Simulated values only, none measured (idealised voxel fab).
Herein follows the process module entitled voxel self aligned vias.
Cross-sectional view cut (width: 265 nm; square cell size: 5 nm).
Cross-section spec: square-cell grid; bands listed top down; each band is one or more rows.
Band: top and bottom heights (nm) first, top before bottom; then materials from left to right, widths in nm. "everywhere" marks a sole material filling the band edge to edge. "empty" denotes empty space.
It should be noted that heights are counted from 0, beneath which the wafer as supplied is of one material throughout, and that the lowest band possesses no lower boundary but continues downward, as written in "z 0 and below".
A width given as "30->40" starts at the first number in the band's top row and ends at the second number in its bottom row, shifting by an equal amount at every step from row to row.
Take "left unchanged" at face value: in the step it is given for, the cross-section changed in none of its cells.
The entry titled "Closed empty spaces" provides the empty spaces that have no open way to the top, restricted to those of 8 cells or more. Each is presented as width x height at distance, the distance being measured from the left edge, with all three in nm.
Read whatever lies past the settings on a step's line as the simulator's own remark about the step.
"overlay nm" answers the question of how far to the right of plan the mask lay on a step that has a mask, and when it is negative the answer is to the left.
The planned process steps are enumerated hereunder:
1,RECEIVE with material Si
2,CONFORMAL_DEP with material SiO2, thk nm 15
3,CONFORMAL_DEP with material SiCN, thk nm 5
4,DIRECTIONAL_DEP with material SiO2, thk nm 30
5,MASKED_ETCH with tone open, mask id LINES, width nm 25, pitch nm 70, etch materials SiO2, depth nm 30, overlay nm 0
6,CONFORMAL_DEP with material TiN, thk nm 5
7,FILL_DEP with material W, thk nm 10
8,CMP with height nm 50
9,SELECTIVE_ETCH with etch materials W Ru TiN, depth nm 10
10,FILL_DEP with material SiN, thk nm 10
11,CMP with height nm 50
12,DIRECTIONAL_DEP with material SiO2, thk nm 15
13,DIRECTIONAL_DEP with material aC, thk nm 10
14,PATTERN with tone open, mask id VIAS, material resist, width nm 45, pitch nm 70, thk nm 25, overlay nm 0
15,DIRECTIONAL_ETCH with etch materials aC, depth nm 10
16,STRIP with etch materials resist
17,DIRECTIONAL_ETCH with etch materials SiO2, depth nm 15
18,DIRECTIONAL_ETCH with etch materials SiN, depth nm 10
19,STRIP with etch materials aC
20,CONFORMAL_DEP with material TiN, thk nm 5
21,FILL_DEP with material W, thk nm 10
22,CMP with height nm 65
23,CONFORMAL_DEP with material SiCN, thk nm 5
As-received wafer cross-section (after step 1):
z 0 and below: Si everywhere
Closed empty spaces: none
Cross-sectional image of the first of two wafers at the end of the module, the run having proceeded as planned:
z 70 to 65: SiCN everywhere
z 65 to 55: SiO2: 40, then TiN: 5, then W: 35, then TiN: 5, then SiO2: 25, then TiN: 5, then W: 35, then TiN: 5, then SiO2: 25, then TiN: 5, then W: 35, then TiN: 5, then SiO2: 40
z 55 to 45: SiO2: 40->50, then TiN: 15->5, then W: 15, then TiN: 15->5, then SiO2: 25->45, then TiN: 15->5, then W: 15, then TiN: 15->5, then SiO2: 25->45, then TiN: 15->5, then W: 15, then TiN: 15->5, then SiO2: 40->50
z 45 to 40: SiO2: 50, then TiN: 25, then SiO2: 45, then TiN: 25, then SiO2: 45, then TiN: 25, then SiO2: 50
z 40 to 25: SiO2: 50, then TiN: 5, then W: 15, then TiN: 5, then SiO2: 45, then TiN: 5, then W: 15, then TiN: 5, then SiO2: 45, then TiN: 5, then W: 15, then TiN: 5, then SiO2: 50
z 25 to 20: SiO2: 50, then TiN: 25, then SiO2: 45, then TiN: 25, then SiO2: 45, then TiN: 25, then SiO2: 50
z 20 to 15: SiCN everywhere
z 15 to 0: SiO2 everywhere
z 0 and below: Si everywhere
Closed empty spaces: none
End-of-module cross-section of the second wafer: identical starting point and process plan to the first, with one processing mistake:
z 70 to 65: SiCN everywhere
z 65 to 55: W: 35, then TiN: 5, then SiO2: 45, then TiN: 5, then W: 15, then TiN: 5, then SiO2: 45, then TiN: 5, then W: 15, then TiN: 5, then SiO2: 45, then TiN: 5, then W: 35
z 55 to 50: TiN: 40, then SiO2: 45, then TiN: 25, then SiO2: 45, then TiN: 25, then SiO2: 45, then TiN: 40
z 50 to 40: SiO2: 50, then SiN: 25, then SiO2: 45, then SiN: 25, then SiO2: 45, then SiN: 25, then SiO2: 50
z 40 to 25: SiO2: 50, then TiN: 5, then W: 15, then TiN: 5, then SiO2: 45, then TiN: 5, then W: 15, then TiN: 5, then SiO2: 45, then TiN: 5, then W: 15, then TiN: 5, then SiO2: 50
z 25 to 20: SiO2: 50, then TiN: 25, then SiO2: 45, then TiN: 25, then SiO2: 45, then TiN: 25, then SiO2: 50
z 20 to 15: SiCN everywhere
z 15 to 0: SiO2 everywhere
z 0 and below: Si everywhere
Closed empty spaces: none
Deviation from plan: step 14 did not happen as planned, as run it was PATTERN with tone cover, mask id VIAS, material resist, width nm 45, pitch nm 70, thk nm 25, overlay nm 0
End of process, cell counts, second wafer against first, materials with more or fewer: +30 SiN, +3 SiO2, -13 TiN, -20 W
